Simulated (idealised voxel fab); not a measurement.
Title: Process Module voxel tone inversion
For reference, the cross-section in this document is cut, with width 285 nm and square cells of 5 nm.
If you're reading a cross-section in this doc, picture square cells in a grid; it comes to you as bands, top ones listed first down to the bottom, and a band can be one or more rows of cells. It is stipulated that each band's entry specify, in nanometres, the height of the top of the band and then that of its bottom, followed by the materials of the band in left-to-right sequence, each together with its width in nanometres. A single material marked by the word "full width" is understood to fill the band from edge to edge; the word "empty" is understood to denote empty space. Height reference: 0 = level under which incoming wafer is all one material. Lowest band: no bottom, runs on downward, e.g. "0 down". The expression "30..40" gives the width at the extremes of the band, the first number at its top row of cells and the second at its bottom row, with the width changing by equal amounts from each row to the next in between. No cell of the cross-section changed in a step that is given as "everything unchanged". In "Trapped void list" the enclosed voids are listed, meaning empty spaces of 8 cells or larger without any opening to the top. The form is width x height at distance, distance from the left edge, units nm. It should be noted that, on the line of a given step, the content following the step's settings is a remark produced by the simulator itself with respect to that step. overlay nm: on a step with a mask, how far right of its planned place the mask lay; negative means left.
# Here's what the planned process steps look like
1) RECEIVE: material Si
2) CONFORMAL_DEP: material SiN, thk nm 5
3) DIRECTIONAL_DEP: material aC, thk nm 20
4) PATTERN: tone cover, mask id POSTS, material resist, width nm 15, pitch nm 45, thk nm 30, overlay nm 0
5) DIRECTIONAL_ETCH: etch materials aC, depth nm 20
6) STRIP: etch materials resist
7) FILL_DEP: material lowk, thk nm 10
8) CMP: height nm 25
9) STRIP: etch materials aC
# Of two wafers, the first: run according to plan
# Cross-section of the incoming wafer, state after step 1
    0 down | Si full width
    Trapped void list: none
# The following cross-section depicts the wafer upon completion of step 2
    5 to 0 | SiN full width
    Anything lower than 0 is untouched.
# The following cross-section depicts the wafer upon completion of step 3
    25 to 5 | aC full width
    Anything lower than 5 is untouched.
# The following cross-section depicts the wafer upon completion of step 4
    55 to 25 | 110 of empty | 15 of resist | 30 of empty | 15 of resist | 115 of empty
    Anything lower than 25 is untouched.
# The following cross-section depicts the wafer upon completion of step 5
    35 to 25 | 110 of empty | 15 of resist | 30 of empty | 15 of resist | 115 of empty
    25 to 5 | 110 of empty | 15 of aC | 30 of empty | 15 of aC | 115 of empty
    Anything lower than 5 is untouched.
# The following cross-section depicts the wafer upon completion of step 6
    25 to 5 | 110 of empty | 15 of aC | 30 of empty | 15 of aC | 115 of empty
    Anything lower than 5 is untouched.
# The following cross-section depicts the wafer upon completion of step 7
    35 to 25 | lowk full width
    25 to 5 | 110 of lowk | 15 of aC | 30 of lowk | 15 of aC | 115 of lowk
    Anything lower than 5 is untouched.
# The following cross-section depicts the wafer upon completion of step 8
    25 to 5 | 110 of lowk | 15 of aC | 30 of lowk | 15 of aC | 115 of lowk
    Anything lower than 5 is untouched.
# The following cross-section depicts the wafer upon completion of step 9
    25 to 5 | 110 of lowk | 15 of empty | 30 of lowk | 15 of empty | 115 of lowk
    Anything lower than 5 is untouched.
# Wafer two. Identical start, identical plan. One mistake in execution. Identical history through step 8
# Second wafer profile in section, at the moment step 9 of the plan was meant to be complete
    25 to 5 | 110 of lowk | 15 of empty | 30 of lowk | 15 of empty | 115 of lowk
    Anything lower than 5 is untouched.
Deviation from plan: step 9 of the plan was performed twice
Same final cross-section on the two wafers, so the model's numbers don't move because of the mistake.
